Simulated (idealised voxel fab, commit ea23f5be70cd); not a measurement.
Proc. module: voxel capacitor over wiring
Section cut is 225 nm wide and gridded with 5 nm square cells.
A cross-section in this document is a grid of square cells, and it is written down as bands, the top band listed before the ones below it; a band is made up of one or more rows of cells.
Look at the band entry: it leads with the top's height and the bottom's height in nm. Then it lists the materials left to right, with a width in nm for each. The word "edge to edge" on a single material says that material fills the band edge to edge. The word "air" is empty space.
We count height from 0. Below that, the starting wafer is all one material. The lowest band never ends at the bottom but goes on down; see "0 down" for how that is written.
You'd read "30->40" like this: the band's top row of cells is as wide as the first number, its bottom row is as wide as the second, and going down, every row changes width by the same amount as the row before did.
No cell of the cross-section changed in a step that is given as "no modification".
What "Unvented internal voids" gives you is every empty space of 8 cells or more that is cut off from the top. Each appears as width x height at distance, with the distance taken from the left edge and width, height and distance all in nm.
after a step's settings: what the simulator itself notes on the step
The optional step-line setting "overlay nm" applies to steps with a mask and quantifies how far to the right of its planned location the mask lay, a negative value indicating leftward placement.
Below is the list of planned process steps
1: op RECEIVE | material Si
2: op CONFORMAL_DEP | material SiO2 | thk nm 15
3: op DIRECTIONAL_DEP | material TiN | thk nm 5
4: op DIRECTIONAL_DEP | material W | thk nm 15
5: op DIRECTIONAL_DEP | material aC | thk nm 10
6: op PATTERN | tone cover | mask id METAL_1 | material resist | width nm 30 | pitch nm 95 | thk nm 30 | overlay nm 0
7: op DIRECTIONAL_ETCH | etch materials aC | depth nm 10
8: op STRIP | etch materials resist
9: op DIRECTIONAL_ETCH | etch materials W | depth nm 15
10: op DIRECTIONAL_ETCH | etch materials TiN | depth nm 5
11: op STRIP | etch materials aC
12: op CONFORMAL_DEP | material SiN | thk nm 5
13: op FILL_DEP | material lowk | thk nm 10
14: op CMP | height nm 35
15: op CONFORMAL_DEP | material SiCN | thk nm 5
16: op DIRECTIONAL_DEP | material SiO2 | thk nm 20
17: op PATTERN | tone open | mask id PLUG_1 | material resist | width nm 15 | thk nm 20 | overlay nm 0
18: op DIRECTIONAL_ETCH | etch materials SiO2 | depth nm 20
19: op DIRECTIONAL_ETCH | etch materials SiCN | depth nm 5
20: op STRIP | etch materials resist
21: op EPI | material Ru | thk nm 10
22: op EPI | material Ru | thk nm 10
23: op EPI | material Ru | thk nm 5
24: op DIRECTIONAL_DEP | material TiN | thk nm 5
25: op DIRECTIONAL_DEP | material Al2O3 | thk nm 5
26: op DIRECTIONAL_DEP | material TiN | thk nm 10
27: op PATTERN | tone cover | mask id UPPER_PLATE | material resist | width nm 70 | thk nm 20 | overlay nm 0
28: op DIRECTIONAL_ETCH | etch materials TiN | depth nm 10
29: op DIRECTIONAL_ETCH | etch materials Al2O3 | depth nm 5
30: op STRIP | etch materials resist
31: op PATTERN | tone cover | mask id LOWER_PLATE | material resist | width nm 80 | thk nm 15 | overlay nm 0
32: op DIRECTIONAL_ETCH | etch materials TiN | depth nm 5
33: op STRIP | etch materials resist
34: op FILL_DEP | material SiO2 | thk nm 20
35: op CMP | height nm 95
36: op MASKED_ETCH | tone open | mask id PLUG_2 | width nm 15 | etch materials SiO2 | depth nm 15 | overlay nm 0
37: op CONFORMAL_DEP | material TiN | thk nm 5
38: op FILL_DEP | material W | thk nm 10
39: op CMP | height nm 95
40: op CONFORMAL_DEP | material SiCN | thk nm 5
Wafer at receipt (post step 1), cross-section
* 0 down  Si edge to edge
* Unvented internal voids: none
End-of-module cross-section of the first of two wafers, processed as planned
* 100 to 95  SiCN edge to edge
* 95 to 85  75 of SiO2 / 5 of TiN / 5 of W / 5 of TiN / 135 of SiO2
* 85 to 80  75 of SiO2 / 15 of TiN / 135 of SiO2
* 80 to 70  65 of SiO2 / 70 of TiN / 90 of SiO2
* 70 to 65  65 of SiO2 / 70 of Al2O3 / 90 of SiO2
* 65 to 60  60 of SiO2 / 80 of TiN / 85 of SiO2
* 60 to 40  65 of SiO2 / 15 of Ru / 145 of SiO2
* 40 to 35  65 of SiCN / 15 of Ru / 145 of SiCN
* 35 to 20  45 of lowk / 5 of SiN / 30 of W / 5 of SiN / 55 of lowk / 5 of SiN / 30 of W / 5 of SiN / 45 of lowk
* 20 to 15  50 of SiN / 30 of TiN / 65 of SiN / 30 of TiN / 50 of SiN
* 15 to 0  SiO2 edge to edge
* 0 down  Si edge to edge
* Unvented internal voids: none
This is the second of the two wafers, cross-sectioned at the end of the module; it started exactly like the first and was given the same plan, but it was run with one mistake
* 100 to 95  SiCN edge to edge
* 95 to 85  75 of SiO2 / 5 of TiN / 5 of W / 5 of TiN / 135 of SiO2
* 85 to 80  75 of SiO2 / 15 of TiN / 135 of SiO2
* 80 to 70  65 of SiO2 / 70 of TiN / 90 of SiO2
* 70 to 65  65 of SiO2 / 70 of Al2O3 / 90 of SiO2
* 65 to 60  SiCN edge to edge
* 60 to 40  65 of SiO2 / 15 of Ru / 145 of SiO2
* 40 to 35  65 of SiCN / 15 of Ru / 145 of SiCN
* 35 to 20  45 of lowk / 5 of SiN / 30 of W / 5 of SiN / 55 of lowk / 5 of SiN / 30 of W / 5 of SiN / 45 of lowk
* 20 to 15  50 of SiN / 30 of TiN / 65 of SiN / 30 of TiN / 50 of SiN
* 15 to 0  SiO2 edge to edge
* 0 down  Si edge to edge
* Unvented internal voids: none
Here's what went sideways: for step 24, the planned setting was not used; the step was instead run as op DIRECTIONAL_DEP | material SiCN | thk nm 5
Once processing is complete, comparing cell counts shows that the second wafer has more or fewer of certain materials than the first: 45 more of SiCN | 29 fewer of SiO2 | 16 fewer of TiN
